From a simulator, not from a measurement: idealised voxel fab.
Proc. module: voxel released beams
FYI the section here is cut, 225 nm wide, cells are 5 nm squares.
When this document writes out a cross-section, it uses a grid of square cells and lists it as bands, beginning at the top and moving down, with a band standing for one or more rows of cells. Band: top and bottom heights (nm) first, top before bottom; then materials from left to right, widths in nm. "everywhere" marks a sole material filling the band edge to edge. "empty" denotes empty space. A quick word on heights: they are counted from 0, and under that level the wafer as it came to us is one material throughout. The lowest band is different from the rest in having no bottom; it simply continues downward, written as in "0 down". When a width is written as two numbers, as in "30..40", the first number is the width in the top row of cells of the band and the second is the width in its bottom row, and the width changes by the same amount from each row to the next. Given "no alteration" for a step, no cell of the cross-section differs between before and after that step. "Closed empty spaces" specifies each empty space that is not open to the top and that occupies no fewer than 8 cells, using the form width x height at distance, the distance measured from the left edge and all three quantities in nm. Post-settings text on a step line: simulator's own remark regarding the step. The optional step-line setting "overlay nm" applies to steps with a mask and quantifies how far to the right of its planned location the mask lay, a negative value indicating leftward placement.
# Planned process steps
- 1: RECEIVE, material Si
- 2: CONFORMAL_DEP, material Al2O3, thk nm 10
- 3: DIRECTIONAL_DEP, material SiO2, thk nm 20
- 4: DIRECTIONAL_DEP, material aC, thk nm 15
- 5: PATTERN, tone open, mask id ANCHOR, material resist, width nm 45, thk nm 35, overlay nm 0
- 6: DIRECTIONAL_ETCH, etch materials aC, depth nm 15
- 7: STRIP, etch materials resist
- 8: DIRECTIONAL_ETCH, etch materials SiO2, depth nm 20
- 9: STRIP, etch materials aC
- 10: CONFORMAL_DEP, material polySi, thk nm 15
- 11: PATTERN, tone cover, mask id BEAM, material resist, width nm 120, thk nm 20, overlay nm 0
- 12: DIRECTIONAL_ETCH, etch materials polySi, depth nm 15
- 13: STRIP, etch materials resist
- 14: STRIP, etch materials SiO2
# Shown in cross-section is the wafer as received, that is, as it stands after step 1
- 0 down | Si everywhere
- Closed empty spaces: none
# The plan above was carried out on the starting structure above with one mistake, and this cross-section shows the wafer at the end of the module
- 45 to 30 | 50 of empty, 120 of polySi, 55 of empty
- 30 to 10 | polySi everywhere
- 10 to 0 | Al2O3 everywhere
- 0 down | Si everywhere
- Closed empty spaces: none
The mistake made against the process plan was this: step 3 changed vs plan, executed as DIRECTIONAL_DEP, material polySi, thk nm 20
